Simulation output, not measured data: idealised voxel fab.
The following process module bears the name voxel transistor to metal.
For reference, the cross-section in this document is cut, with width 210 nm and square cells of 5 nm.
Throughout this document, each cross-section is represented as a grid of square cells and is presented as a sequence of bands enumerated from the top downward, where a band comprises one or more rows of cells.
The entry gives the band's vertical extent as a top height and a bottom height in nm, then its horizontal make-up as materials from left to right, each with a width in nm. "empty" stands for empty space; a single material marked "edge to edge" fills the band edge to edge.
Height is counted from the level 0, under which the received wafer is composed throughout of one material. The lowest of the bands is not closed at the bottom but continues downward, in the notation "top 0, no bottom".
You'd read "30 to 40" like this: the band's top row of cells is as wide as the first number, its bottom row is as wide as the second, and going down, every row changes width by the same amount as the row before did.
What does "no alterations made" mean for a step? It means no cell of the cross-section changed in that step.
For the entry "Cavities, closed", the listed items are empty spaces with no open way to the top whose size is 8 cells or more; each item follows the pattern width x height at distance, where distance is from the left edge and all three are in nm.
Formally, on a step line, whatever follows the settings is a remark that the simulator itself makes on the step.
The "overlay nm" setting may appear on a step's line; for a step that uses a mask, it gives how far to the right of its planned position the mask lay, and a negative value indicates the left.

These are the steps we planned for the process
1,RECEIVE: material Si
2,CONFORMAL_DEP: material SiO2, thk nm 5
3,CONFORMAL_DEP: material SiN, thk nm 10
4,DIRECTIONAL_DEP: material aC, thk nm 10
5,PATTERN: tone cover, mask id ACTIVE, material resist, width nm 105, thk nm 25, overlay nm 0
6,DIRECTIONAL_ETCH: etch materials aC, depth nm 10
7,STRIP: etch materials resist
8,DIRECTIONAL_ETCH: etch materials SiN, depth nm 10
9,DIRECTIONAL_ETCH: etch materials SiO2, depth nm 5
10,DIRECTIONAL_ETCH: etch materials Si, depth nm 30
11,STRIP: etch materials aC
12,FILL_DEP: material SiO2, thk nm 15
13,CMP: height nm 15
14,SELECTIVE_ETCH: etch materials SiO2, depth nm 5
15,STRIP: etch materials SiN
16,SELECTIVE_ETCH: etch materials SiO2, depth nm 5
17,OXIDIZE: depth nm 5
18,DIRECTIONAL_DEP: material polySi, thk nm 20
19,DIRECTIONAL_DEP: material SiCN, thk nm 10
20,DIRECTIONAL_DEP: material aC, thk nm 10
21,PATTERN: tone cover, mask id GATE, material resist, width nm 15, thk nm 30, overlay nm 0
22,DIRECTIONAL_ETCH: etch materials aC, depth nm 10
23,STRIP: etch materials resist
24,DIRECTIONAL_ETCH: etch materials SiCN, depth nm 20
25,DIRECTIONAL_ETCH: etch materials polySi, depth nm 30
26,STRIP: etch materials aC
27,CONFORMAL_DEP: material SiN, thk nm 5
28,DIRECTIONAL_ETCH: etch materials SiN, depth nm 5
29,DIRECTIONAL_ETCH: etch materials SiO2, depth nm 5
30,EPI: material pSi, thk nm 5
31,FILL_DEP: material SiO2, thk nm 10
32,CMP: height nm 30
33,DIRECTIONAL_DEP: material SiO2, thk nm 15
34,PATTERN: tone open, mask id CONTACT, material resist, width nm 30, pitch nm 55, thk nm 20, overlay nm 0
35,DIRECTIONAL_ETCH: etch materials SiO2, depth nm 45
36,STRIP: etch materials resist
37,CONFORMAL_DEP: material TiN, thk nm 5
38,FILL_DEP: material W, thk nm 5
39,CMP: height nm 45
40,DIRECTIONAL_DEP: material TiN, thk nm 5
41,DIRECTIONAL_DEP: material W, thk nm 25
42,DIRECTIONAL_DEP: material aC, thk nm 15
43,PATTERN: tone cover, mask id METAL_1, material resist, width nm 15, pitch nm 70, thk nm 35, overlay nm 0
44,DIRECTIONAL_ETCH: etch materials aC, depth nm 15
45,STRIP: etch materials resist
46,DIRECTIONAL_ETCH: etch materials W, depth nm 25
47,DIRECTIONAL_ETCH: etch materials TiN, depth nm 5
48,STRIP: etch materials aC
49,FILL_DEP: material SiO2, thk nm 10
50,CMP: height nm 75
51,CONFORMAL_DEP: material SiN, thk nm 5

Cross-section of the wafer at receipt, which is the condition after step 1
* top 0, no bottom | Si edge to edge
* Cavities, closed: none

End-of-module cross-section of the first of two wafers, processed as planned
* top 80, bottom 75 | SiN edge to edge
* top 75, bottom 50 | 60 nm SiO2 / 15 nm W / 55 nm SiO2 / 15 nm W / 65 nm SiO2
* top 50, bottom 45 | 60 nm SiO2 / 15 nm TiN / 55 nm SiO2 / 15 nm TiN / 65 nm SiO2
* top 45, bottom 30 | 60 nm SiO2 / 5 nm TiN / 20 nm W / 5 nm TiN / 25 nm SiO2 / 5 nm TiN / 20 nm W / 5 nm TiN / 65 nm SiO2
* top 30, bottom 20 | 60 nm SiO2 / 5 nm TiN / 20 nm W / 5 nm TiN / 5 nm SiN / 15 nm SiCN / 5 nm SiN / 5 nm TiN / 20 nm W / 5 nm TiN / 65 nm SiO2
* top 20, bottom 5 | 60 nm SiO2 / 5 nm TiN / 20 nm W / 5 nm TiN / 5 nm SiN / 15 nm polySi / 5 nm SiN / 5 nm TiN / 20 nm W / 5 nm TiN / 65 nm SiO2
* top 5, bottom 0 | 45 nm SiO2 / 5 nm SiN / 10 nm SiO2 / 30 nm TiN / 5 nm SiN / 15 nm polySi / 5 nm SiN / 30 nm TiN / 10 nm SiO2 / 5 nm SiN / 50 nm SiO2
* top 0, bottom -5 | 50 nm SiO2 / 40 nm pSi / 25 nm SiO2 / 40 nm pSi / 55 nm SiO2
* top -5, bottom -30 | 50 nm SiO2 / 105 nm Si / 55 nm SiO2
* top -30, no bottom | Si edge to edge
* Cavities, closed: none

Module end: cross-section of wafer two of two. Same start and process plan as the first wafer. One mistake during execution
* top 80, bottom 75 | SiN edge to edge
* top 75, bottom 50 | 60 nm SiO2 / 15 nm W / 55 nm SiO2 / 15 nm W / 65 nm SiO2
* top 50, bottom 45 | 60 nm SiO2 / 15 nm TiN / 55 nm SiO2 / 15 nm TiN / 65 nm SiO2
* top 45, bottom 35 | 60 nm SiO2 / 5 nm TiN / 20 nm W / 5 nm TiN / 25 nm SiO2 / 5 nm TiN / 20 nm W / 5 nm TiN / 65 nm SiO2
* top 35, bottom 30 | 60 nm SiO2 / 30 nm TiN / 25 nm SiO2 / 30 nm TiN / 65 nm SiO2
* top 30, bottom 25 | SiN edge to edge
* top 25, bottom 20 | 45 nm polySi / 115 nm SiN / 50 nm polySi
* top 20, bottom 5 | polySi edge to edge
* top 5, bottom 0 | 45 nm SiO2 / 115 nm polySi / 50 nm SiO2
* top 0, bottom -5 | SiO2 edge to edge
* top -5, bottom -30 | 50 nm SiO2 / 105 nm Si / 55 nm SiO2
* top -30, no bottom | Si edge to edge
* Cavities, closed: none
Nonconformance to the process plan: not per plan at step 19, really ran DIRECTIONAL_DEP: material SiN, thk nm 10
Cell-count delta at end, second wafer over first, by material: 6 fewer of SiCN | 51 more of SiN | 113 fewer of SiO2 | 24 fewer of TiN | 48 fewer of W | 16 fewer of pSi | 156 more of polySi
